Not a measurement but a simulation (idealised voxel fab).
process module | voxel fin reveal
cross-section cut | 285 nm wide | cells 5 nm
A cross-section is a grid of square cells, given in bands from the top down. A band is one or more rows of cells.
Each band's line starts with the height of the band's top and of its bottom, in nm. Then come its materials from left to right, each with its width in nm. One material with "throughout" fills the band from edge to edge. "air" is empty space.
Height 0 is the level under which the wafer as received is all one material. The lowest band goes on downwards, as in "0 down".
A width such as "30 to 40" changes by the same amount from each row of cells to the next, from the band's top row to its bottom row.
"no change" after a step means that no cell of the cross-section changed.
closed voids: empty space of 8 cells or more with no open way to the top, each as width x height at its distance from the left edge, in nm
after a step's settings: what the simulator itself notes on the step
overlay nm, on a step with a mask: how far to the right of its planned place the mask lay; to the left if negative
plan
1 op RECEIVE | material Si
2 op CONFORMAL_DEP | material SiN | thk nm 5
3 op DIRECTIONAL_DEP | material aC | thk nm 10
4 op PATTERN | tone cover | mask id FINS | material resist | width nm 15 | pitch nm 45 | thk nm 30 | overlay nm 0
5 op DIRECTIONAL_ETCH | etch materials aC | depth nm 10
6 op STRIP | etch materials resist
7 op DIRECTIONAL_ETCH | etch materials SiN | depth nm 5
8 op DIRECTIONAL_ETCH | etch materials Si | depth nm 40
9 op STRIP | etch materials aC
10 op FILL_DEP | material SiO2 | thk nm 15
11 op CMP | height nm 5
12 op SELECTIVE_ETCH | etch materials SiO2 | depth nm 20
13 op STRIP | etch materials SiN
14 op CONFORMAL_DEP | material SiO2 | thk nm 5
as received, after step 1
  0 down: Si throughout
  closed voids: none
first wafer at the end, as planned
  5 to 0: air 85 | SiO2 25 | air 20 | SiO2 25 | air 20 | SiO2 25 | air 85
  0 to -10: air 85 | SiO2 5 | Si 15 | SiO2 5 | air 20 | SiO2 5 | Si 15 | SiO2 5 | air 20 | SiO2 5 | Si 15 | SiO2 5 | air 85
  -10 to -40: SiO2 90 | Si 15 | SiO2 30 | Si 15 | SiO2 30 | Si 15 | SiO2 90
  -40 down: Si throughout
  closed voids: none
second wafer at the end: like start, like plan, one mistake
  5 to 0: air 85 | SiO2 25 | air 20 | SiO2 25 | air 20 | SiO2 25 | air 85
  0 to -30: air 85 | SiO2 5 | Si 15 | SiO2 5 | air 20 | SiO2 5 | Si 15 | SiO2 5 | air 20 | SiO2 5 | Si 15 | SiO2 5 | air 85
  -30 to -40: SiO2 90 | Si 15 | SiO2 30 | Si 15 | SiO2 30 | Si 15 | SiO2 90
  -40 down: Si throughout
  closed voids: none
what went wrong: step 12 was run twice
at the end the second wafer has, in cells: 168 fewer of SiO2
